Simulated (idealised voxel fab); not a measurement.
Process module, titled voxel ribs on slabs
The cross-section shown here is cut; it is 205 nm wide and divided into square cells measuring 5 nm on a side.
A cross-section in this document is a grid of square cells, and it is written down as bands, the top band listed before the ones below it; a band is made up of one or more rows of cells. A band entry consists of two parts. The first gives the height of the band's top and the height of its bottom, in nm. The rest lists the band's materials from left to right, each with its width in nm. A single material labelled with the word "all across" fills the band from edge to edge, and the word "empty" marks empty space. The level at which height equals 0 is the one under which the wafer, as it arrives, is entirely one material. No lower edge exists for the bottom band, which continues downward and is notated as in "top 0, no bottom". The two numbers in a width such as "30 to 40" mark its ends across the band: the first belongs to the top row of cells, the second to the bottom row, and from each row to the next the width moves by the same amount. Step note "nothing got changed" = no cross-section cell changed. So "Cavities, sealed" is basically the list of trapped voids: any empty space of 8 cells or more that can't reach the top through an opening. They're written width x height at distance, the distance being from the left edge, and it's all nm. That trailing text on a step's line, after the settings, is the simulator's own remark on the step. The "overlay nm" setting may appear on a step's line; for a step that uses a mask, it gives how far to the right of its planned position the mask lay, and a negative value indicates the left.
Intended process steps:
1 RECEIVE | material Si
2 DIRECTIONAL_DEP | material SiO2 | thk nm 30
3 DIRECTIONAL_DEP | material polySi | thk nm 15
4 PATTERN | tone cover | mask id RIB | material resist | width nm 30 | thk nm 20 | overlay nm 0
5 DIRECTIONAL_ETCH | etch materials polySi | depth nm 5
6 STRIP | etch materials resist
7 PATTERN | tone cover | mask id SLAB | material resist | width nm 80 | thk nm 20 | overlay nm 0
8 DIRECTIONAL_ETCH | etch materials polySi | depth nm 10
9 STRIP | etch materials resist
10 FILL_DEP | material SiO2 | thk nm 20
11 CMP | height nm 60
12 DIRECTIONAL_DEP | material TiN | thk nm 10
13 DIRECTIONAL_DEP | material aC | thk nm 15
14 PATTERN | tone cover | mask id HEATER | material resist | width nm 40 | thk nm 35 | overlay nm 0
15 DIRECTIONAL_ETCH | etch materials aC | depth nm 15
16 STRIP | etch materials resist
17 DIRECTIONAL_ETCH | etch materials TiN | depth nm 10
18 STRIP | etch materials aC
19 CONFORMAL_DEP | material SiN | thk nm 5
Cross-sectional view of the wafer in its as-received condition, corresponding to the state after step 1:
- top 0, no bottom | Si all across
- Cavities, sealed: none
Cross-sectional view of the first of the two wafers upon completion of the module, processed in accordance with the plan:
- top 75, bottom 70 | 75 nm empty; 50 nm SiN; 80 nm empty
- top 70, bottom 65 | 75 nm empty; 5 nm SiN; 40 nm TiN; 5 nm SiN; 80 nm empty
- top 65, bottom 60 | 80 nm SiN; 40 nm TiN; 85 nm SiN
- top 60, bottom 45 | SiO2 all across
- top 45, bottom 40 | 85 nm SiO2; 30 nm polySi; 90 nm SiO2
- top 40, bottom 30 | 60 nm SiO2; 80 nm polySi; 65 nm SiO2
- top 30, bottom 0 | SiO2 all across
- top 0, no bottom | Si all across
- Cavities, sealed: none
End of module, second wafer, cross-section. Started like the first, planned like the first, run with one mistake:
- top 75, bottom 70 | 75 nm empty; 50 nm SiN; 80 nm empty
- top 70, bottom 65 | 75 nm empty; 5 nm SiN; 40 nm TiN; 5 nm SiN; 80 nm empty
- top 65, bottom 60 | 80 nm SiN; 40 nm TiN; 85 nm SiN
- top 60, bottom 50 | SiO2 all across
- top 50, bottom 45 | 85 nm SiO2; 30 nm polySi; 90 nm SiO2
- top 45, bottom 35 | 60 nm SiO2; 80 nm polySi; 65 nm SiO2
- top 35, bottom 0 | SiO2 all across
- top 0, no bottom | Si all across
- Cavities, sealed: none
It is concluded that the wafer was processed incorrectly with respect to the plan, in that step 2 was processed under conditions differing from the plan, specifically as DIRECTIONAL_DEP | material SiO2 | thk nm 35
Tallied in cells, the final second wafer holds each material in the same quantity as the first, although not at the same places.
